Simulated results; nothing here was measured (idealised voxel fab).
Name of the process module below: voxel local oxidation
We display cut, a cross-section 170 nm in width whose square cells are each 5 nm.
Think of the cross-section as a grid of square cells. We describe it in bands, top to bottom, and each band covers one or more rows of those cells.
The entry gives the band's vertical extent as a top height and a bottom height in nm, then its horizontal make-up as materials from left to right, each with a width in nm. "air" stands for empty space; a single material marked "everywhere" fills the band edge to edge.
The reference from which all heights are counted is 0, the level beneath which the as-received wafer is entirely one material; the lowest band, having no lower bound, proceeds downward and is written after the example "from 0 down".
You'd read "30->40" like this: the band's top row of cells is as wide as the first number, its bottom row is as wide as the second, and going down, every row changes width by the same amount as the row before did.
Where the words "nothing altered" appear for a step, the cross-section shows no cell changed by that step; every cell remained as before.
Closed empty spaces (no open way to the top) of 8 cells or more are what "Sealed void inventory" lists, each as width x height at distance from the left edge, nm for all three.
Anything after a step's settings on that line? It's the simulator's own note about the step.
overlay nm: mask right of planned place by this much (step with mask). Neg. = left.
-- Process steps (planned)
step 1: RECEIVE | material Si
step 2: CONFORMAL_DEP | material SiO2 | thk nm 5
step 3: CONFORMAL_DEP | material SiN | thk nm 15
step 4: PATTERN | tone cover | mask id ACTIVE | material resist | width nm 110 | thk nm 15 | overlay nm 0
step 5: DIRECTIONAL_ETCH | etch materials SiN | depth nm 15
step 6: STRIP | etch materials resist
step 7: SELECTIVE_ETCH | etch materials SiO2 | depth nm 5
step 8: OXIDIZE | depth nm 15
step 9: STRIP | etch materials SiN
Wafer-to-wafer difference: width nm, step 4. Common start. Plan = first wafer's value.
-- Cross-section, first of several wafers, as delivered after step 1
	from 0 down: Si everywhere
	Sealed void inventory: none
-- The figure below presents a cross-section of the first of several wafers at the conclusion of the module, following its last step, step 9
	from 5 to 0: air (35); SiO2 (100); air (35)
	from 0 to -15: SiO2 (50); Si (70); SiO2 (50)
	from -15 down: Si everywhere
	Sealed void inventory: none
-- Here we cross-sectioned the last of the wafers once the module was done
	from 5 to 0: air (25); SiO2 (125); air (20)
	from 0 to -15: SiO2 (40); Si (95); SiO2 (35)
	from -15 down: Si everywhere
	Sealed void inventory: none
-- Below is a per-wafer table. In it, each row describes the wafer at the end of the module by giving, for each material, the number of cells gained (+) or lost (-) since the wafer was received, and after that the closed voids of the wafer
width nm 110 | -60 Si | +80 SiO2 | Sealed void inventory: none
width nm 115 | -57 Si | +78 SiO2 | Sealed void inventory: none
width nm 120 | -54 Si | +76 SiO2 | Sealed void inventory: none
width nm 125 | -51 Si | +74 SiO2 | Sealed void inventory: none
width nm 130 | -48 Si | +72 SiO2 | Sealed void inventory: none
width nm 135 | -45 Si | +70 SiO2 | Sealed void inventory: none
